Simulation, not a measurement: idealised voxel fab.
Herein follows the process module entitled voxel transistor to metal.
Each square cell in cross-section cut measures 5 nm, and the section as a whole is 155 nm wide.
When this document writes out a cross-section, it uses a grid of square cells and lists it as bands, beginning at the top and moving down, with a band standing for one or more rows of cells.
The band entry comprises the height of the band's top followed by the height of its bottom, expressed in nm, and subsequently the band's materials from left to right, each stated together with its width in nm. Where a single material is marked with the word "edge to edge", that material fills the band from edge to edge. The word "blank" represents empty space.
Heads up on the height convention: 0 is the point under which the incoming wafer is all one material, and the lowest band has no bottom, it just keeps going down, like "z 0 and below".
Top row gets the first number, bottom row gets the second, and each row in between changes by the same step: that is how a band width like "30..40" works.
Given "nothing different" for a step, no cell of the cross-section differs between before and after that step.
"Trapped voids" specifies each empty space that is not open to the top and that occupies no fewer than 8 cells, using the form width x height at distance, the distance measured from the left edge and all three quantities in nm.
That trailing text on a step's line, after the settings, is the simulator's own remark on the step.
On any step carrying a mask, the "overlay nm" setting, if present on the step's line, tells how far right of its planned place the mask lay; negative values point to the left.

### Listed below are the process steps as planned
1,op RECEIVE | material Si
2,op OXIDIZE | depth nm 5
3,op CONFORMAL_DEP | material SiN | thk nm 15
4,op DIRECTIONAL_DEP | material aC | thk nm 15
5,op PATTERN | tone cover | mask id ACTIVE | material resist | width nm 120 | thk nm 30 | overlay nm 0
6,op DIRECTIONAL_ETCH | etch materials aC | depth nm 15
7,op STRIP | etch materials resist
8,op DIRECTIONAL_ETCH | etch materials SiN | depth nm 15
9,op DIRECTIONAL_ETCH | etch materials SiO2 | depth nm 5
10,op DIRECTIONAL_ETCH | etch materials Si | depth nm 35
11,op STRIP | etch materials aC
12,op FILL_DEP | material SiO2 | thk nm 15
13,op CMP | height nm 15
14,op SELECTIVE_ETCH | etch materials SiO2 | depth nm 5
15,op STRIP | etch materials SiN
16,op SELECTIVE_ETCH | etch materials SiO2 | depth nm 5
17,op OXIDIZE | depth nm 5
18,op DIRECTIONAL_DEP | material polySi | thk nm 20
19,op DIRECTIONAL_DEP | material SiCN | thk nm 10
20,op MASKED_ETCH | tone cover | mask id GATE | width nm 30 | etch materials SiCN | depth nm 20 | overlay nm 0
21,op MASKED_ETCH | tone cover | mask id GATE | width nm 30 | etch materials polySi | depth nm 30 | overlay nm 0
22,op CONFORMAL_DEP | material SiO2 | thk nm 5
23,op DIRECTIONAL_ETCH | etch materials SiO2 | depth nm 5
24,op CONFORMAL_DEP | material SiN | thk nm 10
25,op DIRECTIONAL_ETCH | etch materials SiN | depth nm 10
26,op DIRECTIONAL_ETCH | etch materials SiO2 | depth nm 5
27,op DIRECTIONAL_ETCH | etch materials Si | depth nm 15
28,op EPI | material SiGe | thk nm 15
29,op FILL_DEP | material SiO2 | thk nm 10
30,op CMP | height nm 15
31,op STRIP | etch materials polySi
32,op SELECTIVE_ETCH | etch materials SiO2 | depth nm 5
33,op CONFORMAL_DEP | material HfO2 | thk nm 5
34,op CONFORMAL_DEP | material TiN | thk nm 5
35,op FILL_DEP | material W | thk nm 10
36,op CMP | height nm 10
37,op DIRECTIONAL_DEP | material SiO2 | thk nm 15
38,op DIRECTIONAL_DEP | material aC | thk nm 15
39,op PATTERN | tone open | mask id CONTACT | material resist | width nm 20 | pitch nm 80 | thk nm 30 | overlay nm 0
40,op DIRECTIONAL_ETCH | etch materials aC | depth nm 15
41,op STRIP | etch materials resist
42,op DIRECTIONAL_ETCH | etch materials SiO2 | depth nm 20
43,op STRIP | etch materials aC
44,op CONFORMAL_DEP | material TiN | thk nm 5
45,op FILL_DEP | material W | thk nm 5
46,op CMP | height nm 25
47,op DIRECTIONAL_DEP | material TiN | thk nm 5
48,op DIRECTIONAL_DEP | material W | thk nm 15
49,op MASKED_ETCH | tone cover | mask id METAL_1 | width nm 20 | pitch nm 80 | etch materials W | depth nm 15 | overlay nm 0
50,op MASKED_ETCH | tone cover | mask id METAL_1 | width nm 20 | pitch nm 80 | etch materials TiN | depth nm 5 | overlay nm 0
51,op FILL_DEP | material SiO2 | thk nm 5
52,op CMP | height nm 45
53,op CONFORMAL_DEP | material SiCN | thk nm 5

### Cross-section of the wafer at receipt, which is the condition after step 1
  z 0 and below = Si edge to edge
  Trapped voids: none

### End-of-module cross-section. Starting structure and process plan as above; one mistake made in running it
  z 50 to 45 = SiCN edge to edge
  z 45 to 30 = SiO2 (25); W (20); SiO2 (60); W (20); SiO2 (30)
  z 30 to 25 = SiO2 (25); TiN (20); SiO2 (60); TiN (20); SiO2 (30)
  z 25 to 15 = W (20); TiN (5); SiO2 (20); TiN (5); W (50); TiN (5); SiO2 (20); TiN (5); W (25)
  z 15 to 10 = W (20); TiN (5); SiO2 (20); TiN (60); SiO2 (20); TiN (5); W (25)
  z 10 to 5 = TiN (25); SiO2 (20); SiN (10); HfO2 (5); TiN (5); W (20); TiN (5); HfO2 (5); SiN (10); SiO2 (20); TiN (30)
  z 5 to 0 = SiO2 (15); SiN (10); SiGe (20); SiN (10); HfO2 (5); TiN (5); W (20); TiN (5); HfO2 (5); SiN (10); SiGe (20); SiN (10); SiO2 (20)
  z 0 to -5 = SiO2 (15); SiN (10); SiGe (20); SiN (10); HfO2 (5); TiN (30); HfO2 (5); SiN (10); SiGe (20); SiN (10); SiO2 (20)
  z -5 to -10 = SiO2 (25); SiGe (20); SiO2 (10); HfO2 (40); SiO2 (10); SiGe (20); SiO2 (30)
  z -10 to -25 = SiO2 (15); Si (10); SiGe (20); Si (60); SiGe (20); Si (10); SiO2 (20)
  z -25 to -40 = SiO2 (15); Si (120); SiO2 (20)
  z -40 and below = Si edge to edge
  Trapped voids: none
Nonconformance to the process plan: off-plan run, step 39, actual operation and settings op PATTERN | tone cover | mask id CONTACT | material resist | width nm 20 | pitch nm 80 | thk nm 30 | overlay nm 0
